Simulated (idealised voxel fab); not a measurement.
The following process module bears the name voxel wiring stack.
Cross-section cut: width 240 nm, square cells of 5 nm.
Cross-sections here: square-cell grids, written as top-down lists of bands, a band being one or more rows of cells.
Band entry format. Leading values: height of top, height of bottom, nm. Remainder: materials in left-to-right order, each with its width in nm. Special words: "edge to edge" on a single material, which then fills the band edge to edge; "blank", empty space.
Height is counted from the level 0, under which the received wafer is composed throughout of one material. The lowest of the bands is not closed at the bottom but continues downward, in the notation "top 0, no bottom".
The two numbers in a width such as "30 to 40" mark its ends across the band: the first belongs to the top row of cells, the second to the bottom row, and from each row to the next the width moves by the same amount.
You'll sometimes find "all unchanged" written for a step, and that's the way of saying that nowhere in the cross-section did a cell change during that step.
"Closed void listing": empty spaces of 8 cells or more with no open way to the top, each given as width x height at distance, distance from the left edge, all in nm.
Whatever follows a step's settings on its line is a remark the simulator itself makes about that step.
The "overlay nm" setting may appear on a step's line; for a step that uses a mask, it gives how far to the right of its planned position the mask lay, and a negative value indicates the left.

# These are the steps we planned for the process
- 1: RECEIVE | material Si
- 2: CONFORMAL_DEP | material SiO2 | thk nm 15
- 3: CONFORMAL_DEP | material SiN | thk nm 5
- 4: DIRECTIONAL_DEP | material lowk | thk nm 20
- 5: MASKED_ETCH | tone open | mask id METAL_1 | width nm 30 | pitch nm 50 | etch materials lowk | depth nm 20 | overlay nm 0
- 6: MASKED_ETCH | tone open | mask id METAL_1 | width nm 30 | pitch nm 50 | etch materials SiN | depth nm 5 | overlay nm 0
- 7: CONFORMAL_DEP | material TiN | thk nm 5
- 8: FILL_DEP | material Cu | thk nm 5
- 9: CMP | height nm 40
- 10: CONFORMAL_DEP | material SiCN | thk nm 5
- 11: DIRECTIONAL_DEP | material SiO2 | thk nm 35
- 12: DIRECTIONAL_DEP | material aC | thk nm 15
- 13: PATTERN | tone open | mask id METAL_2 | material resist | width nm 30 | pitch nm 50 | thk nm 35 | overlay nm 0
- 14: DIRECTIONAL_ETCH | etch materials aC | depth nm 15
- 15: STRIP | etch materials resist
- 16: DIRECTIONAL_ETCH | etch materials SiO2 | depth nm 20
- 17: STRIP | etch materials aC
- 18: MASKED_ETCH | tone open | mask id METAL_2_HOLES | width nm 15 | pitch nm 50 | etch materials SiO2 | depth nm 15 | overlay nm 0
- 19: MASKED_ETCH | tone open | mask id METAL_2_HOLES | width nm 15 | pitch nm 50 | etch materials SiCN | depth nm 5 | overlay nm 0
- 20: CONFORMAL_DEP | material TiN | thk nm 5
- 21: FILL_DEP | material Cu | thk nm 10
- 22: CMP | height nm 80
- 23: CONFORMAL_DEP | material SiCN | thk nm 5
- 24: DIRECTIONAL_DEP | material SiO2 | thk nm 30
- 25: DIRECTIONAL_DEP | material aC | thk nm 15
- 26: PATTERN | tone open | mask id METAL_3_HOLES | material resist | width nm 15 | thk nm 30 | overlay nm 0
- 27: DIRECTIONAL_ETCH | etch materials aC | depth nm 15
- 28: STRIP | etch materials resist
- 29: DIRECTIONAL_ETCH | etch materials SiO2 | depth nm 30
- 30: STRIP | etch materials aC
- 31: DIRECTIONAL_DEP | material aC | thk nm 10
- 32: PATTERN | tone open | mask id METAL_3 | material resist | width nm 30 | pitch nm 50 | thk nm 25 | overlay nm 0
- 33: DIRECTIONAL_ETCH | etch materials aC | depth nm 10
- 34: STRIP | etch materials resist
- 35: DIRECTIONAL_ETCH | etch materials SiO2 | depth nm 15
- 36: DIRECTIONAL_ETCH | etch materials SiCN | depth nm 5
- 37: STRIP | etch materials aC
- 38: CONFORMAL_DEP | material TiN | thk nm 5
- 39: FILL_DEP | material Cu | thk nm 10
- 40: CMP | height nm 115
- 41: CONFORMAL_DEP | material SiCN | thk nm 5

# Cross-section, incoming material, after step 1
* top 0, no bottom | Si edge to edge
* Closed void listing: none

# Wafer at module end, in section. Began as above, planned as above, run with one mistake
* top 120, bottom 115 | SiCN edge to edge
* top 115, bottom 105 | 75 nm SiO2, then 5 nm TiN, then 25 nm Cu, then 5 nm TiN, then 20 nm SiO2, then 5 nm TiN, then 20 nm Cu, then 5 nm TiN, then 80 nm SiO2
* top 105, bottom 100 | 75 nm SiO2, then 5 nm TiN, then 15 nm Cu, then 15 nm TiN, then 20 nm SiO2, then 30 nm TiN, then 80 nm SiO2
* top 100, bottom 90 | 75 nm SiO2, then 5 nm TiN, then 15 nm Cu, then 5 nm TiN, then 140 nm SiO2
* top 90, bottom 85 | 75 nm SiO2, then 10 nm TiN, then 10 nm Cu, then 5 nm TiN, then 140 nm SiO2
* top 85, bottom 80 | 80 nm SiCN, then 20 nm TiN, then 140 nm SiCN
* top 80, bottom 65 | 80 nm SiO2, then 5 nm TiN, then 20 nm Cu, then 5 nm TiN, then 20 nm SiO2, then 5 nm TiN, then 20 nm Cu, then 5 nm TiN, then 80 nm SiO2
* top 65, bottom 60 | 80 nm SiO2, then 5 nm TiN, then 5 nm Cu, then 20 nm TiN, then 20 nm SiO2, then 5 nm TiN, then 5 nm Cu, then 20 nm TiN, then 80 nm SiO2
* top 60, bottom 45 | 80 nm SiO2, then 5 nm TiN, then 5 nm Cu, then 5 nm TiN, then 35 nm SiO2, then 5 nm TiN, then 5 nm Cu, then 5 nm TiN, then 95 nm SiO2
* top 45, bottom 40 | 80 nm SiCN, then 15 nm TiN, then 35 nm SiCN, then 15 nm TiN, then 95 nm SiCN
* top 40, bottom 20 | 80 nm lowk, then 5 nm TiN, then 20 nm Cu, then 5 nm TiN, then 20 nm lowk, then 5 nm TiN, then 20 nm Cu, then 5 nm TiN, then 80 nm lowk
* top 20, bottom 15 | 80 nm SiN, then 30 nm TiN, then 20 nm SiN, then 30 nm TiN, then 80 nm SiN
* top 15, bottom 0 | SiO2 edge to edge
* top 0, no bottom | Si edge to edge
* Closed void listing: none
So what did we get wrong on this run? step 26 went in with a setting other than planned; the actual run was PATTERN | tone open | mask id METAL_3_HOLES | material resist | width nm 25 | thk nm 30 | overlay nm 0
